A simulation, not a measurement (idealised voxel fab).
voxel self aligned vias: a process module
In the cross-section labelled cut, the width is 215 nm and each square cell is 5 nm.
A cross-section is written here as square cells arranged in a grid, and it is given in bands from the top down, each band taking up one or more rows of cells. A band entry consists of two parts. The first gives the height of the band's top and the height of its bottom, in nm. The rest lists the band's materials from left to right, each with its width in nm. A single material labelled with the word "edge to edge" fills the band from edge to edge, and the word "blank" marks empty space. Where do heights start? At 0: under that level the wafer as delivered is made of one material only. And the lowest band has no floor; it just carries on downward, as in "top 0, no bottom". Width spec "30->40" -> top row of cells at first value, bottom row at second value, equal per-row change in between. Step note "remains unaltered" = no cross-section cell changed. Entry "Sealed void listing" = empty spaces >= 8 cells with no open way to the top; each as width x height at distance, distance from left edge, all nm. Anything after a step's settings on that line? It's the simulator's own note about the step. overlay nm: step with mask; distance mask lay right of planned place; negative value = left of planned place.
The process steps that were planned are listed below:
1) RECEIVE | material Si
2) CONFORMAL_DEP | material SiO2 | thk nm 10
3) CONFORMAL_DEP | material SiCN | thk nm 5
4) DIRECTIONAL_DEP | material lowk | thk nm 30
5) MASKED_ETCH | tone open | mask id LINES | width nm 25 | pitch nm 50 | etch materials lowk | depth nm 30 | overlay nm 0
6) CONFORMAL_DEP | material TiN | thk nm 5
7) FILL_DEP | material Ru | thk nm 5
8) CMP | height nm 45
9) SELECTIVE_ETCH | etch materials W Ru TiN | depth nm 5
10) FILL_DEP | material SiN | thk nm 10
11) CMP | height nm 45
12) DIRECTIONAL_DEP | material lowk | thk nm 15
13) PATTERN | tone open | mask id VIAS | material resist | width nm 35 | thk nm 15 | overlay nm 0
14) DIRECTIONAL_ETCH | etch materials lowk | depth nm 15
15) DIRECTIONAL_ETCH | etch materials SiN | depth nm 5
16) STRIP | etch materials resist
17) CONFORMAL_DEP | material TiN | thk nm 5
18) FILL_DEP | material Cu | thk nm 10
19) CMP | height nm 60
20) CONFORMAL_DEP | material SiCN | thk nm 5
Of two wafers, the first: run according to plan:
Received-state cross-section, reflecting completion of step 1:
* top 0, no bottom | Si edge to edge
* Sealed void listing: none
Cross-sectional representation of the wafer at the conclusion of step 2:
* top 10, bottom 0 | SiO2 edge to edge
* Lower than 0, everything is as it was.
Cross-sectional representation of the wafer at the conclusion of step 3:
* top 15, bottom 10 | SiCN edge to edge
* Lower than 10, everything is as it was.
Cross-sectional representation of the wafer at the conclusion of step 4:
* top 45, bottom 15 | lowk edge to edge
* Lower than 15, everything is as it was.
Cross-sectional representation of the wafer at the conclusion of step 5:
* top 45, bottom 15 | lowk=70 / blank=25 / lowk=25 / blank=25 / lowk=70
* Lower than 15, everything is as it was.
Cross-sectional representation of the wafer at the conclusion of step 6:
* top 50, bottom 45 | TiN=75 / blank=15 / TiN=35 / blank=15 / TiN=75
* top 45, bottom 20 | lowk=70 / TiN=5 / blank=15 / TiN=5 / lowk=25 / TiN=5 / blank=15 / TiN=5 / lowk=70
* top 20, bottom 15 | lowk=70 / TiN=25 / lowk=25 / TiN=25 / lowk=70
* Lower than 15, everything is as it was.
Cross-sectional representation of the wafer at the conclusion of step 7:
* top 55, bottom 50 | Ru edge to edge
* top 50, bottom 45 | TiN=75 / Ru=15 / TiN=35 / Ru=15 / TiN=75
* top 45, bottom 20 | lowk=70 / TiN=5 / Ru=15 / TiN=5 / lowk=25 / TiN=5 / Ru=15 / TiN=5 / lowk=70
* Lower than 20, everything is as it was.
Cross-sectional representation of the wafer at the conclusion of step 8:
* top 45, bottom 20 | lowk=70 / TiN=5 / Ru=15 / TiN=5 / lowk=25 / TiN=5 / Ru=15 / TiN=5 / lowk=70
* Lower than 20, everything is as it was.
Cross-sectional representation of the wafer at the conclusion of step 9:
* top 45, bottom 40 | lowk=70 / blank=25 / lowk=25 / blank=25 / lowk=70
* Lower than 40, everything is as it was.
Cross-sectional representation of the wafer at the conclusion of step 10:
* top 55, bottom 45 | SiN edge to edge
* top 45, bottom 40 | lowk=70 / SiN=25 / lowk=25 / SiN=25 / lowk=70
* Lower than 40, everything is as it was.
Cross-sectional representation of the wafer at the conclusion of step 11:
* top 45, bottom 40 | lowk=70 / SiN=25 / lowk=25 / SiN=25 / lowk=70
* Lower than 40, everything is as it was.
Cross-sectional representation of the wafer at the conclusion of step 12:
* top 60, bottom 45 | lowk edge to edge
* Lower than 45, everything is as it was.
Cross-sectional representation of the wafer at the conclusion of step 13:
* top 75, bottom 60 | resist=65 / blank=35 / resist=115
* Lower than 60, everything is as it was.
Cross-sectional representation of the wafer at the conclusion of step 14:
* top 75, bottom 60 | resist=65 / blank=35 / resist=115
* top 60, bottom 45 | lowk=65 / blank=35 / lowk=115
* Lower than 45, everything is as it was.
Cross-sectional representation of the wafer at the conclusion of step 15:
* top 75, bottom 60 | resist=65 / blank=35 / resist=115
* top 60, bottom 45 | lowk=65 / blank=35 / lowk=115
* top 45, bottom 40 | lowk=70 / blank=25 / lowk=25 / SiN=25 / lowk=70
* Lower than 40, everything is as it was.
Cross-sectional representation of the wafer at the conclusion of step 16:
* top 60, bottom 45 | lowk=65 / blank=35 / lowk=115
* Lower than 45, everything is as it was.
Cross-sectional representation of the wafer at the conclusion of step 17:
* top 65, bottom 60 | TiN=70 / blank=25 / TiN=120
* top 60, bottom 50 | lowk=65 / TiN=5 / blank=25 / TiN=5 / lowk=115
* top 50, bottom 45 | lowk=65 / TiN=10 / blank=15 / TiN=10 / lowk=115
* top 45, bottom 40 | lowk=70 / TiN=25 / lowk=25 / SiN=25 / lowk=70
* Lower than 40, everything is as it was.
Cross-sectional representation of the wafer at the conclusion of step 18:
* top 75, bottom 65 | Cu edge to edge
* top 65, bottom 60 | TiN=70 / Cu=25 / TiN=120
* top 60, bottom 50 | lowk=65 / TiN=5 / Cu=25 / TiN=5 / lowk=115
* top 50, bottom 45 | lowk=65 / TiN=10 / Cu=15 / TiN=10 / lowk=115
* Lower than 45, everything is as it was.
Cross-sectional representation of the wafer at the conclusion of step 19:
* top 60, bottom 50 | lowk=65 / TiN=5 / Cu=25 / TiN=5 / lowk=115
* Lower than 50, everything is as it was.
Cross-sectional representation of the wafer at the conclusion of step 20:
* top 65, bottom 60 | SiCN edge to edge
* Lower than 60, everything is as it was.
It is to be noted that the second wafer proceeded from the same initial state and according to the same plan as the first, although one mistake was committed in its execution; through step 12, inclusive, the two wafers share an identical history:
Second wafer cross-section, taken as of the time the plan sets for step 13 to be done:
* top 75, bottom 60 | blank=65 / resist=35 / blank=115
* Lower than 60, everything is as it was.
Second wafer cross-section, taken as of the time the plan sets for step 14 to be done:
* top 75, bottom 60 | blank=65 / resist=35 / blank=115
* top 60, bottom 45 | blank=65 / lowk=35 / blank=115
* Lower than 45, everything is as it was.
Second wafer cross-section, taken as of the time the plan sets for step 15 to be done:
* top 75, bottom 60 | blank=65 / resist=35 / blank=115
* top 60, bottom 45 | blank=65 / lowk=35 / blank=115
* top 45, bottom 40 | lowk=70 / SiN=25 / lowk=25 / blank=25 / lowk=70
* Lower than 40, everything is as it was.
Second wafer cross-section, taken as of the time the plan sets for step 16 to be done:
* top 60, bottom 45 | blank=65 / lowk=35 / blank=115
* Lower than 45, everything is as it was.
Second wafer cross-section, taken as of the time the plan sets for step 17 to be done:
* top 65, bottom 60 | blank=60 / TiN=45 / blank=110
* top 60, bottom 50 | blank=60 / TiN=5 / lowk=35 / TiN=5 / blank=110
* top 50, bottom 45 | TiN=65 / lowk=35 / TiN=25 / blank=15 / TiN=75
* top 45, bottom 40 | lowk=70 / SiN=25 / lowk=25 / TiN=25 / lowk=70
* Lower than 40, everything is as it was.
Second wafer cross-section, taken as of the time the plan sets for step 18 to be done:
* top 75, bottom 65 | Cu edge to edge
* top 65, bottom 60 | Cu=60 / TiN=45 / Cu=110
* top 60, bottom 50 | Cu=60 / TiN=5 / lowk=35 / TiN=5 / Cu=110
* top 50, bottom 45 | TiN=65 / lowk=35 / TiN=25 / Cu=15 / TiN=75
* Lower than 45, everything is as it was.
Second wafer cross-section, taken as of the time the plan sets for step 19 to be done:
* top 60, bottom 50 | Cu=60 / TiN=5 / lowk=35 / TiN=5 / Cu=110
* Lower than 50, everything is as it was.
Second wafer cross-section, taken as of the time the plan sets for step 20 to be done:
* top 65, bottom 60 | SiCN edge to edge
* Lower than 60, everything is as it was.
What broke from the plan during processing? step 13: run off-plan, actual operation and settings PATTERN | tone cover | mask id VIAS | material resist | width nm 35 | thk nm 15 | overlay nm 0
Final tally in cells, some materials are higher or lower on the second wafer than on the first: Cu: 58 more, TiN: 29 more, lowk: 87 fewer
